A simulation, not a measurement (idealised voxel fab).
You're looking at the process module voxel capacitor over wiring.
The cross-section shown here is cut; it is 160 nm wide and divided into square cells measuring 5 nm on a side.
A cross-section is a grid of square cells, given in bands from the top down. A band is one or more rows of cells.
For a band, the entry starts with two heights in nm, that of the top and then that of the bottom, and carries on with the band's materials in order from left to right, each alongside its width in nm; the word "full width" beside a single material means it fills the band edge to edge, and "empty" means empty space.
Heights from 0 (as-received wafer is one material below). Bottom band endless downward, as "0..down".
When a width is written as two numbers, as in "30->40", the first number is the width in the top row of cells of the band and the second is the width in its bottom row, and the width changes by the same amount from each row to the next.
"left unchanged" -> step changed no cross-section cell.
Any empty space of 8 cells or more lacking an open way to the top shows up in "Closed empty spaces" as width x height at distance, distance from the left edge, in nm.
Past the settings on a step's line: simulator remark, on that step.
Regarding "overlay nm": on a step with a mask, it is the distance the mask lay to the right of its planned place; a negative value places it to the left.

### Process steps - plan
| 1 | RECEIVE: material Si |
| 2 | CONFORMAL_DEP: material SiO2, thk nm 10 |
| 3 | DIRECTIONAL_DEP: material TiN, thk nm 5 |
| 4 | DIRECTIONAL_DEP: material Ru, thk nm 15 |
| 5 | PATTERN: tone cover, mask id METAL_1, material resist, width nm 25, pitch nm 95, thk nm 20, overlay nm 0 |
| 6 | DIRECTIONAL_ETCH: etch materials Ru, depth nm 15 |
| 7 | DIRECTIONAL_ETCH: etch materials TiN, depth nm 5 |
| 8 | STRIP: etch materials resist |
| 9 | CONFORMAL_DEP: material SiCN, thk nm 5 |
| 10 | FILL_DEP: material SiO2, thk nm 5 |
| 11 | CMP: height nm 30 |
| 12 | CONFORMAL_DEP: material SiCN, thk nm 5 |
| 13 | DIRECTIONAL_DEP: material SiO2, thk nm 15 |
| 14 | DIRECTIONAL_DEP: material aC, thk nm 10 |
| 15 | PATTERN: tone open, mask id PLUG_1, material resist, width nm 15, thk nm 25, overlay nm 0 |
| 16 | DIRECTIONAL_ETCH: etch materials aC, depth nm 10 |
| 17 | STRIP: etch materials resist |
| 18 | DIRECTIONAL_ETCH: etch materials SiO2, depth nm 15 |
| 19 | DIRECTIONAL_ETCH: etch materials SiCN, depth nm 5 |
| 20 | STRIP: etch materials aC |
| 21 | CONFORMAL_DEP: material TiN, thk nm 5 |
| 22 | FILL_DEP: material Cu, thk nm 5 |
| 23 | CMP: height nm 50 |
| 24 | DIRECTIONAL_DEP: material TiN, thk nm 10 |
| 25 | DIRECTIONAL_DEP: material HfO2, thk nm 5 |
| 26 | DIRECTIONAL_DEP: material TiN, thk nm 10 |
| 27 | DIRECTIONAL_DEP: material aC, thk nm 10 |
| 28 | PATTERN: tone cover, mask id UPPER_PLATE, material resist, width nm 75, thk nm 30, overlay nm 0 |
| 29 | DIRECTIONAL_ETCH: etch materials aC, depth nm 10 |
| 30 | STRIP: etch materials resist |
| 31 | DIRECTIONAL_ETCH: etch materials TiN, depth nm 10 |
| 32 | DIRECTIONAL_ETCH: etch materials HfO2, depth nm 5 |
| 33 | STRIP: etch materials aC |
| 34 | DIRECTIONAL_DEP: material aC, thk nm 10 |
| 35 | PATTERN: tone cover, mask id LOWER_PLATE, material resist, width nm 85, thk nm 25, overlay nm 0 |
| 36 | DIRECTIONAL_ETCH: etch materials aC, depth nm 10 |
| 37 | STRIP: etch materials resist |
| 38 | DIRECTIONAL_ETCH: etch materials TiN, depth nm 10 |
| 39 | STRIP: etch materials aC |
| 40 | FILL_DEP: material SiO2, thk nm 20 |
| 41 | CMP: height nm 90 |
| 42 | MASKED_ETCH: tone open, mask id PLUG_2, width nm 15, etch materials SiO2, depth nm 15, overlay nm -15 |
| 43 | CONFORMAL_DEP: material TiN, thk nm 5 |
| 44 | FILL_DEP: material Cu, thk nm 5 |
| 45 | CMP: height nm 90 |
| 46 | CONFORMAL_DEP: material SiN, thk nm 5 |
It is noted that the wafers described herein are identical at the outset and are distinguished by the overlay nm of step 42; the value stated in the plan corresponds to the first wafer.

### Cross-section: the first of several wafers in its as-received state, i.e. following step 1
0..down: Si full width
Closed empty spaces: none

### Once step 46, the last step, is complete, the module is at its end; this is the cross-section of the first of several wafers
95..90: SiN full width
90..80: SiO2=25, then TiN=5, then Cu=5, then TiN=5, then SiO2=120
80..75: SiO2=25, then TiN=15, then SiO2=120
75..65: SiO2=30, then TiN=75, then SiO2=55
65..60: SiO2=30, then HfO2=75, then SiO2=55
60..50: SiO2=25, then TiN=85, then SiO2=50
50..35: SiO2=30, then TiN=5, then Cu=5, then TiN=5, then SiO2=115
35..30: SiCN=30, then TiN=15, then SiCN=115
30..15: SiO2=15, then SiCN=5, then Ru=25, then SiCN=5, then SiO2=60, then SiCN=5, then Ru=25, then SiCN=5, then SiO2=15
15..10: SiCN=20, then TiN=25, then SiCN=70, then TiN=25, then SiCN=20
10..0: SiO2 full width
0..down: Si full width
Closed empty spaces: none

### Cross-sectional depiction of the last of several wafers upon completion of the module
95..90: SiN full width
90..80: SiO2=55, then TiN=5, then Cu=5, then TiN=5, then SiO2=90
80..75: SiO2=55, then TiN=15, then SiO2=90
75..65: SiO2=30, then TiN=75, then SiO2=55
65..60: SiO2=30, then HfO2=75, then SiO2=55
60..50: SiO2=25, then TiN=85, then SiO2=50
50..35: SiO2=30, then TiN=5, then Cu=5, then TiN=5, then SiO2=115
35..30: SiCN=30, then TiN=15, then SiCN=115
30..15: SiO2=15, then SiCN=5, then Ru=25, then SiCN=5, then SiO2=60, then SiCN=5, then Ru=25, then SiCN=5, then SiO2=15
15..10: SiCN=20, then TiN=25, then SiCN=70, then TiN=25, then SiCN=20
10..0: SiO2 full width
0..down: Si full width
Closed empty spaces: none

### Below, a row for every wafer. Read it as the end-of-module picture: for each material the wafer shows its cells gained (+) or lost (-) since it was received, and then its closed voids
overlay nm -15, +5 Cu, +15 HfO2, +30 Ru, +63 SiCN, +32 SiN, +373 SiO2, +90 TiN, Closed empty spaces: none
overlay nm -10, +5 Cu, +15 HfO2, +30 Ru, +63 SiCN, +32 SiN, +373 SiO2, +90 TiN, Closed empty spaces: none
overlay nm -5, +5 Cu, +15 HfO2, +30 Ru, +63 SiCN, +32 SiN, +373 SiO2, +90 TiN, Closed empty spaces: none
overlay nm 0, +5 Cu, +15 HfO2, +30 Ru, +63 SiCN, +32 SiN, +373 SiO2, +90 TiN, Closed empty spaces: none
overlay nm 5, +5 Cu, +15 HfO2, +30 Ru, +63 SiCN, +32 SiN, +373 SiO2, +90 TiN, Closed empty spaces: none
overlay nm 10, +5 Cu, +15 HfO2, +30 Ru, +63 SiCN, +32 SiN, +373 SiO2, +90 TiN, Closed empty spaces: none
overlay nm 15, +5 Cu, +15 HfO2, +30 Ru, +63 SiCN, +32 SiN, +373 SiO2, +90 TiN, Closed empty spaces: none
